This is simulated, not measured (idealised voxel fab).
The document below concerns the process module designated voxel transistor to metal.
Square cells of 5 nm make up the cross-section cut, whose width is 285 nm.
A cross-section in this document is a grid of square cells, and it is written down as bands, the top band listed before the ones below it; a band is made up of one or more rows of cells. The band entry comprises the height of the band's top followed by the height of its bottom, expressed in nm, and subsequently the band's materials from left to right, each stated together with its width in nm. Where a single material is marked with the word "all across", that material fills the band from edge to edge. The word "blank" represents empty space. Measure heights from 0. That's the level where, below it, the as-received wafer is all one material. The lowest band is bottomless and extends downward; write it as in "from 0 down". Width: "30->40" (first number = top row, second number = bottom row, same change from row to row of cells). Reading "remained unchanged" for a step: not a cell of the cross-section changed in it. "Unvented internal voids" specifies each empty space that is not open to the top and that occupies no fewer than 8 cells, using the form width x height at distance, the distance measured from the left edge and all three quantities in nm. The remark found on a step's line after its settings is issued by the simulator itself and pertains to that step. overlay nm: mask right of planned place by this much (step with mask). Neg. = left.
### Process steps foreseen in the plan
- 1: RECEIVE [material Si]
- 2: OXIDIZE [depth nm 5]
- 3: CONFORMAL_DEP [material SiN] [thk nm 10]
- 4: DIRECTIONAL_DEP [material aC] [thk nm 10]
- 5: PATTERN [tone cover] [mask id ACTIVE] [material resist] [width nm 115] [pitch nm 135] [thk nm 30] [overlay nm 0]
- 6: DIRECTIONAL_ETCH [etch materials aC] [depth nm 10]
- 7: STRIP [etch materials resist]
- 8: DIRECTIONAL_ETCH [etch materials SiN] [depth nm 10]
- 9: DIRECTIONAL_ETCH [etch materials SiO2] [depth nm 5]
- 10: DIRECTIONAL_ETCH [etch materials Si] [depth nm 35]
- 11: STRIP [etch materials aC]
- 12: OXIDIZE [depth nm 5]
- 13: FILL_DEP [material SiO2] [thk nm 10]
- 14: CMP [height nm 10]
- 15: SELECTIVE_ETCH [etch materials SiO2] [depth nm 5]
- 16: STRIP [etch materials SiN]
- 17: SELECTIVE_ETCH [etch materials SiO2] [depth nm 5]
- 18: OXIDIZE [depth nm 5]
- 19: DIRECTIONAL_DEP [material polySi] [thk nm 20]
- 20: DIRECTIONAL_DEP [material SiCN] [thk nm 10]
- 21: MASKED_ETCH [tone cover] [mask id GATE] [width nm 35] [pitch nm 135] [etch materials SiCN] [depth nm 20] [overlay nm 0]
- 22: MASKED_ETCH [tone cover] [mask id GATE] [width nm 35] [pitch nm 135] [etch materials polySi] [depth nm 30] [overlay nm 0]
- 23: CONFORMAL_DEP [material SiN] [thk nm 10]
- 24: DIRECTIONAL_ETCH [etch materials SiN] [depth nm 10]
- 25: DIRECTIONAL_ETCH [etch materials SiO2] [depth nm 5]
- 26: EPI [material SiGe] [thk nm 5]
- 27: FILL_DEP [material SiO2] [thk nm 5]
- 28: CMP [height nm 15]
- 29: STRIP [etch materials polySi]
- 30: SELECTIVE_ETCH [etch materials SiO2] [depth nm 5]
- 31: CONFORMAL_DEP [material HfO2] [thk nm 5]
- 32: CONFORMAL_DEP [material TiN] [thk nm 5]
- 33: FILL_DEP [material W] [thk nm 5]
- 34: CMP [height nm 10]
- 35: DIRECTIONAL_DEP [material SiO2] [thk nm 10]
- 36: DIRECTIONAL_DEP [material aC] [thk nm 15]
- 37: PATTERN [tone open] [mask id CONTACT] [material resist] [width nm 15] [thk nm 30] [overlay nm -10]
- 38: DIRECTIONAL_ETCH [etch materials aC] [depth nm 15]
- 39: STRIP [etch materials resist]
- 40: DIRECTIONAL_ETCH [etch materials SiO2] [depth nm 25]
- 41: STRIP [etch materials aC]
- 42: CONFORMAL_DEP [material TiN] [thk nm 5]
- 43: FILL_DEP [material W] [thk nm 10]
- 44: CMP [height nm 20]
- 45: CONFORMAL_DEP [material SiN] [thk nm 5]
- 46: DIRECTIONAL_DEP [material lowk] [thk nm 20]
- 47: PATTERN [tone open] [mask id METAL_1] [material resist] [width nm 15] [thk nm 15] [overlay nm 0]
- 48: DIRECTIONAL_ETCH [etch materials lowk] [depth nm 20]
- 49: DIRECTIONAL_ETCH [etch materials SiN] [depth nm 5]
- 50: STRIP [etch materials resist]
- 51: CONFORMAL_DEP [material TiN] [thk nm 5]
- 52: FILL_DEP [material Cu] [thk nm 5]
- 53: CMP [height nm 45]
- 54: EPI [material Ru] [thk nm 5]
- 55: FILL_DEP [material SiCN] [thk nm 5]
Variable across wafers: step 37 overlay nm (plan value is that of the first wafer; starting state common to all).
### Step 1 complete: as-received cross-section of the first of several wafers
* from 0 down  Si all across
* Unvented internal voids: none
### End of module: cross-section of the first of several wafers after step 55, the last step
* from 55 to 50  SiCN all across
* from 50 to 45  SiCN (20), Ru (25), SiCN (55), Ru (25), SiCN (30), Ru (25), SiCN (55), Ru (25), SiCN (25)
* from 45 to 25  lowk (25), TiN (5), Cu (5), TiN (5), lowk (65), TiN (5), Cu (5), TiN (5), lowk (40), TiN (5), Cu (5), TiN (5), lowk (65), TiN (5), Cu (5), TiN (5), lowk (30)
* from 25 to 20  SiN (25), TiN (15), SiN (65), TiN (15), SiN (40), TiN (15), SiN (65), TiN (15), SiN (30)
* from 20 to 15  SiO2 (15), TiN (5), W (5), TiN (5), SiO2 (65), TiN (5), W (5), TiN (5), SiO2 (40), TiN (5), W (5), TiN (5), SiO2 (65), TiN (5), W (5), TiN (5), SiO2 (40)
* from 15 to 10  SiO2 (15), TiN (5), W (5), TiN (5), SiO2 (65), TiN (15), SiO2 (40), TiN (5), W (5), TiN (5), SiO2 (65), TiN (15), SiO2 (40)
* from 10 to 5  SiO2 (15), TiN (5), W (5), TiN (5), SiO2 (15), SiN (10), HfO2 (5), TiN (5), W (15), TiN (5), HfO2 (5), SiN (10), TiN (10), SiO2 (40), TiN (5), W (5), TiN (5), SiO2 (15), SiN (10), HfO2 (5), TiN (5), W (15), TiN (5), HfO2 (5), SiN (10), TiN (10), SiO2 (40)
* from 5 to 0  SiO2 (15), TiN (15), SiO2 (15), SiN (10), HfO2 (5), TiN (5), W (15), TiN (5), HfO2 (5), SiN (10), TiN (10), SiO2 (40), TiN (15), SiO2 (15), SiN (10), HfO2 (5), TiN (5), W (15), TiN (5), HfO2 (5), SiN (10), TiN (10), SiO2 (40)
* from 0 to -5  SiO2 (10), SiN (10), TiN (10), SiO2 (15), SiN (10), HfO2 (5), TiN (25), HfO2 (5), SiN (10), TiN (10), SiO2 (15), SiN (10), SiO2 (10), SiN (10), TiN (10), SiO2 (15), SiN (10), HfO2 (5), TiN (25), HfO2 (5), SiN (10), TiN (10), SiO2 (15), SiN (10), SiO2 (15)
* from -5 to -10  SiO2 (20), SiGe (25), SiO2 (5), HfO2 (45), SiO2 (5), SiGe (25), SiO2 (30), SiGe (25), SiO2 (5), HfO2 (45), SiO2 (5), SiGe (25), SiO2 (25)
* from -10 to -45  SiO2 (20), Si (105), SiO2 (30), Si (105), SiO2 (25)
* from -45 down  Si all across
* Unvented internal voids: none
### Module end, final wafer: cross-section
* from 55 to 50  SiCN all across
* from 50 to 45  SiCN (20), Ru (25), SiCN (55), Ru (25), SiCN (30), Ru (25), SiCN (55), Ru (25), SiCN (25)
* from 45 to 25  lowk (25), TiN (5), Cu (5), TiN (5), lowk (65), TiN (5), Cu (5), TiN (5), lowk (40), TiN (5), Cu (5), TiN (5), lowk (65), TiN (5), Cu (5), TiN (5), lowk (30)
* from 25 to 20  SiN (25), TiN (15), SiN (65), TiN (15), SiN (40), TiN (15), SiN (65), TiN (15), SiN (30)
* from 20 to 15  SiO2 (40), TiN (5), W (5), TiN (5), SiO2 (65), TiN (5), W (5), TiN (5), SiO2 (40), TiN (5), W (5), TiN (5), SiO2 (65), TiN (5), W (5), TiN (5), SiO2 (15)
* from 15 to 10  SiO2 (40), TiN (15), SiO2 (65), TiN (5), W (5), TiN (5), SiO2 (40), TiN (15), SiO2 (65), TiN (5), W (5), TiN (5), SiO2 (15)
* from 10 to 5  SiO2 (40), TiN (5), SiN (10), HfO2 (5), TiN (5), W (15), TiN (5), HfO2 (5), SiN (10), SiO2 (20), TiN (5), W (5), TiN (5), SiO2 (40), TiN (5), SiN (10), HfO2 (5), TiN (5), W (15), TiN (5), HfO2 (5), SiN (10), SiO2 (20), TiN (5), W (5), TiN (5), SiO2 (15)
* from 5 to 0  SiO2 (40), TiN (5), SiN (10), HfO2 (5), TiN (5), W (15), TiN (5), HfO2 (5), SiN (10), SiO2 (20), TiN (15), SiO2 (40), TiN (5), SiN (10), HfO2 (5), TiN (5), W (15), TiN (5), HfO2 (5), SiN (10), SiO2 (20), TiN (15), SiO2 (15)
* from 0 to -5  SiO2 (10), SiN (10), SiO2 (20), TiN (5), SiN (10), HfO2 (5), TiN (25), HfO2 (5), SiN (10), SiO2 (20), TiN (5), SiN (10), SiO2 (10), SiN (10), SiO2 (20), TiN (5), SiN (10), HfO2 (5), TiN (25), HfO2 (5), SiN (10), SiO2 (20), TiN (5), SiN (10), SiO2 (15)
* from -5 to -10  SiO2 (20), SiGe (25), SiO2 (5), HfO2 (45), SiO2 (5), SiGe (25), SiO2 (30), SiGe (25), SiO2 (5), HfO2 (45), SiO2 (5), SiGe (25), SiO2 (25)
* from -10 to -45  SiO2 (20), Si (105), SiO2 (30), Si (105), SiO2 (25)
* from -45 down  Si all across
* Unvented internal voids: none
### Below: a row per wafer. Contents at end of module: for every material, cells gained since receipt (+) or lost since receipt (-); then closed voids
overlay nm -10, +16 Cu, +30 HfO2, +20 Ru, -219 Si, +94 SiCN, +20 SiGe, +77 SiN, +283 SiO2, +106 TiN, +20 W, +180 lowk, Unvented internal voids: none
overlay nm -5, +16 Cu, +30 HfO2, +20 Ru, -219 Si, +94 SiCN, +20 SiGe, +77 SiN, +275 SiO2, +106 TiN, +28 W, +180 lowk, Unvented internal voids: none
overlay nm 0, +16 Cu, +30 HfO2, +20 Ru, -219 Si, +94 SiCN, +20 SiGe, +77 SiN, +275 SiO2, +106 TiN, +28 W, +180 lowk, Unvented internal voids: none
overlay nm 5, +16 Cu, +30 HfO2, +20 Ru, -219 Si, +94 SiCN, +20 SiGe, +77 SiN, +275 SiO2, +106 TiN, +28 W, +180 lowk, Unvented internal voids: none
overlay nm 10, +16 Cu, +30 HfO2, +20 Ru, -219 Si, +94 SiCN, +20 SiGe, +77 SiN, +283 SiO2, +106 TiN, +20 W, +180 lowk, Unvented internal voids: none
overlay nm 15, +16 Cu, +30 HfO2, +20 Ru, -219 Si, +94 SiCN, +20 SiGe, +77 SiN, +291 SiO2, +98 TiN, +20 W, +180 lowk, Unvented internal voids: none
